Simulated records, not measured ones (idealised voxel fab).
A process module follows: voxel self aligned vias.
The cross-section shown here is cut; it is 250 nm wide and divided into square cells measuring 5 nm on a side.
Bands, listed from the top down, are how a cross-section gets written in this document; the cross-section itself is a grid of square cells, and a band is one or more rows of them. Per band: top height and bottom height in nm, followed by the left-to-right materials and their widths in nm; "throughout" marks a single material spanning edge to edge, "air" marks empty space. The reference from which all heights are counted is 0, the level beneath which the as-received wafer is entirely one material; the lowest band, having no lower bound, proceeds downward and is written after the example "0..down". So if you see something like "30..40" for the width, read it as the top row of the band sitting at the first number and the bottom row at the second, with every row in between moving by the same amount as the last. Any step labelled "left unchanged" changed none of the cells in the cross-section. This entry, "Closed void register", enumerates those empty regions of no fewer than 8 cells that possess no open connection to the top. Each region is reported in the form width x height at distance, the distance being taken from the left edge, with all three quantities expressed in nm. Text after the settings on a step's line: the simulator's own remark on that step. Steps that use a mask can have "overlay nm" on their line. It says how far the mask sat to the right of where it was meant to be. Negative means to the left.
## Planned step list for the process
1) RECEIVE, material Si
2) CONFORMAL_DEP, material SiO2, thk nm 15
3) CONFORMAL_DEP, material SiCN, thk nm 5
4) DIRECTIONAL_DEP, material SiO2, thk nm 30
5) DIRECTIONAL_DEP, material aC, thk nm 15
6) PATTERN, tone open, mask id LINES, material resist, width nm 30, pitch nm 75, thk nm 35, overlay nm 0
7) DIRECTIONAL_ETCH, etch materials aC, depth nm 15
8) STRIP, etch materials resist
9) DIRECTIONAL_ETCH, etch materials SiO2, depth nm 30
10) STRIP, etch materials aC
11) CONFORMAL_DEP, material TiN, thk nm 5
12) FILL_DEP, material W, thk nm 10
13) CMP, height nm 50
14) SELECTIVE_ETCH, etch materials W Ru TiN, depth nm 5
15) FILL_DEP, material SiN, thk nm 5
16) CMP, height nm 50
17) DIRECTIONAL_DEP, material SiO2, thk nm 20
18) PATTERN, tone open, mask id VIAS, material resist, width nm 50, pitch nm 150, thk nm 15, overlay nm 0
19) DIRECTIONAL_ETCH, etch materials SiO2, depth nm 20
20) DIRECTIONAL_ETCH, etch materials SiN, depth nm 5
21) STRIP, etch materials resist
22) CONFORMAL_DEP, material TiN, thk nm 5
23) FILL_DEP, material Cu, thk nm 10
24) CMP, height nm 70
25) CONFORMAL_DEP, material SiN, thk nm 5
## So this is the incoming wafer in cross-section - it's already been through step 1
    0..down = Si throughout
    Closed void register: none
## The plan above was carried out on the starting structure above with one mistake, and this cross-section shows the wafer at the end of the module
    75..70 = SiN throughout
    70..55 = SiO2 25; TiN 5; Cu 40; TiN 5; SiO2 100; TiN 5; Cu 40; TiN 5; SiO2 25
    55..50 = SiO2 25; TiN 50; SiO2 100; TiN 50; SiO2 25
    50..45 = SiN 25; TiN 10; SiO2 30; TiN 10; SiN 35; SiO2 30; SiN 35; TiN 10; SiO2 30; TiN 10; SiN 25
    45..25 = W 30; TiN 5; SiO2 30; TiN 5; W 35; TiN 5; SiO2 30; TiN 5; W 35; TiN 5; SiO2 30; TiN 5; W 30
    25..20 = TiN 35; SiO2 30; TiN 45; SiO2 30; TiN 45; SiO2 30; TiN 35
    20..15 = SiCN throughout
    15..0 = SiO2 throughout
    0..down = Si throughout
    Closed void register: none
Plan not followed: planned and actual differ for step 6; actual: PATTERN, tone cover, mask id LINES, material resist, width nm 30, pitch nm 75, thk nm 35, overlay nm 0
